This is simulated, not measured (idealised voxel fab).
Herein follows the process module entitled voxel tone inversion.
Square cell edge 5 nm, section width 260 nm, ID cut.
Cross-section format: a grid of square cells, given as bands from top to bottom; each band is one or more rows of cells.
First you get the band's top height and its bottom height, in nm, and then the materials it's made of, left to right, with each width in nm. If you see a single material with "throughout", that one covers the band edge to edge. "empty" is empty space.
All heights in this document are referenced to 0, defined as the level beneath which the wafer, as received, consists entirely of one material. The lowest band is not bounded below; it extends indefinitely downward and is written in the form "0 and below".
A width such as "30..40" changes by the same amount from each row of cells to the next, from the band's top row to its bottom row.
What does "stayed the same" mean for a step? It means no cell of the cross-section changed in that step.
So "Closed-off voids" is basically the list of trapped voids: any empty space of 8 cells or more that can't reach the top through an opening. They're written width x height at distance, the distance being from the left edge, and it's all nm.
Post-settings text on a step line: simulator's own remark regarding the step.
Steps that use a mask can have "overlay nm" on their line. It says how far the mask sat to the right of where it was meant to be. Negative means to the left.
**Below is the list of planned process steps**
1: RECEIVE: material Si
2: CONFORMAL_DEP: material SiCN, thk nm 10
3: DIRECTIONAL_DEP: material aC, thk nm 20
4: PATTERN: tone cover, mask id POSTS, material resist, width nm 20, pitch nm 45, thk nm 30, overlay nm 0
5: DIRECTIONAL_ETCH: etch materials aC, depth nm 20
6: STRIP: etch materials resist
7: FILL_DEP: material lowk, thk nm 10
8: CMP: height nm 30
9: STRIP: etch materials aC
10: CONFORMAL_DEP: material TiN, thk nm 5
11: FILL_DEP: material Cu, thk nm 5
12: CMP: height nm 30
13: CONFORMAL_DEP: material SiN, thk nm 5
**Wafer as received: cross-section following step 1**
- 0 and below: Si throughout
- Closed-off voids: none
**first wafer at the end, as planned**
- 35 down to 30: SiN throughout
- 30 down to 15: lowk: 75  TiN: 5  Cu: 10  TiN: 5  lowk: 25  TiN: 5  Cu: 10  TiN: 5  lowk: 25  TiN: 5  Cu: 10  TiN: 5  lowk: 75
- 15 down to 10: lowk: 75  TiN: 20  lowk: 25  TiN: 20  lowk: 25  TiN: 20  lowk: 75
- 10 down to 0: SiCN throughout
- 0 and below: Si throughout
- Closed-off voids: none
**second wafer at the end: like start, like plan, one mistake**
- 35 down to 30: SiN throughout
- 30 down to 20: lowk throughout
- 20 down to 0: lowk: 75  aC: 20  lowk: 25  aC: 20  lowk: 25  aC: 20  lowk: 75
- 0 and below: Si throughout
- Closed-off voids: none
Which mistake was made when the wafer was run? step 2 from the plan never happened, it was just skipped
Final comparison by cell count, materials where the second wafer has more or fewer than the first: Cu -18 | SiCN -104 | TiN -30 | aC +48 | lowk +104
